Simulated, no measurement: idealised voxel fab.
Name of the process module below: voxel spacer lines
Displayed cross-section: cut, width of 295 nm, square cells sized 5 nm.
Cross-section, as written here: a square-cell grid given band by band from the top down, where a band holds one or more rows of cells. This entry defines a band. It first specifies the height of the band's top and the height of its bottom in nm, and then specifies the band's materials from left to right, stating each material with its width in nm. The word "everywhere" identifies a single material that fills the band from edge to edge, while the word "air" identifies empty space. Convention: height 0 is the level below which the wafer, as received, is all one material. The lowest band does not terminate at the bottom but continues downward, represented as "0 and below". Width spec "30 to 40" -> top row of cells at first value, bottom row at second value, equal per-row change in between. "same as before" after a step means that no cell of the cross-section changed. The entry titled "Voids, enclosed" provides the empty spaces that have no open way to the top, restricted to those of 8 cells or more. Each is presented as width x height at distance, the distance being measured from the left edge, with all three in nm. Heads up: the bit after the settings on a step's line is the simulator's remark on that step. You can add "overlay nm" to a step's line. For a step with a mask, it describes how far the mask lay to the right of its planned position, and a negative number describes a lay to the left.
These are the steps we planned for the process:
| 1 | op RECEIVE | material Si |
| 2 | op CONFORMAL_DEP | material Al2O3 | thk nm 5 |
| 3 | op DIRECTIONAL_DEP | material polySi | thk nm 10 |
| 4 | op DIRECTIONAL_DEP | material aC | thk nm 25 |
| 5 | op PATTERN | tone cover | mask id MANDREL | material resist | width nm 20 | pitch nm 60 | thk nm 35 | overlay nm 0 |
| 6 | op DIRECTIONAL_ETCH | etch materials aC | depth nm 25 |
| 7 | op STRIP | etch materials resist |
| 8 | op CONFORMAL_DEP | material SiO2 | thk nm 10 |
| 9 | op DIRECTIONAL_ETCH | etch materials SiO2 | depth nm 10 |
| 10 | op STRIP | etch materials aC |
| 11 | op DIRECTIONAL_ETCH | etch materials polySi | depth nm 10 |
| 12 | op STRIP | etch materials SiO2 |
| 13 | op FILL_DEP | material lowk | thk nm 5 |
| 14 | op CMP | height nm 15 |
Here's what the wafer looked like in cross-section when it arrived - that's after step 1:
* 0 and below | Si everywhere
* Voids, enclosed: none
End-of-module XS, first of two wafers, run as planned:
* 15 down to 5 | 65 nm lowk, then 10 nm polySi, then 20 nm lowk, then 10 nm polySi, then 20 nm lowk, then 10 nm polySi, then 20 nm lowk, then 10 nm polySi, then 20 nm lowk, then 10 nm polySi, then 20 nm lowk, then 10 nm polySi, then 70 nm lowk
* 5 down to 0 | Al2O3 everywhere
* 0 and below | Si everywhere
* Voids, enclosed: none
Wafer two, end of module, cross-section. Same start, same plan as wafer one. One mistake in the run:
* 15 down to 5 | 60 nm lowk, then 10 nm polySi, then 20 nm lowk, then 10 nm polySi, then 20 nm lowk, then 10 nm polySi, then 20 nm lowk, then 10 nm polySi, then 20 nm lowk, then 10 nm polySi, then 20 nm lowk, then 10 nm polySi, then 75 nm lowk
* 5 down to 0 | Al2O3 everywhere
* 0 and below | Si everywhere
* Voids, enclosed: none
What was done differently from what was planned? step 5 ran differently from the plan; actual operation with settings: op PATTERN | tone cover | mask id MANDREL | material resist | width nm 20 | pitch nm 60 | thk nm 35 | overlay nm -5
Tallied in cells, the final second wafer holds each material in the same quantity as the first, although not at the same places.
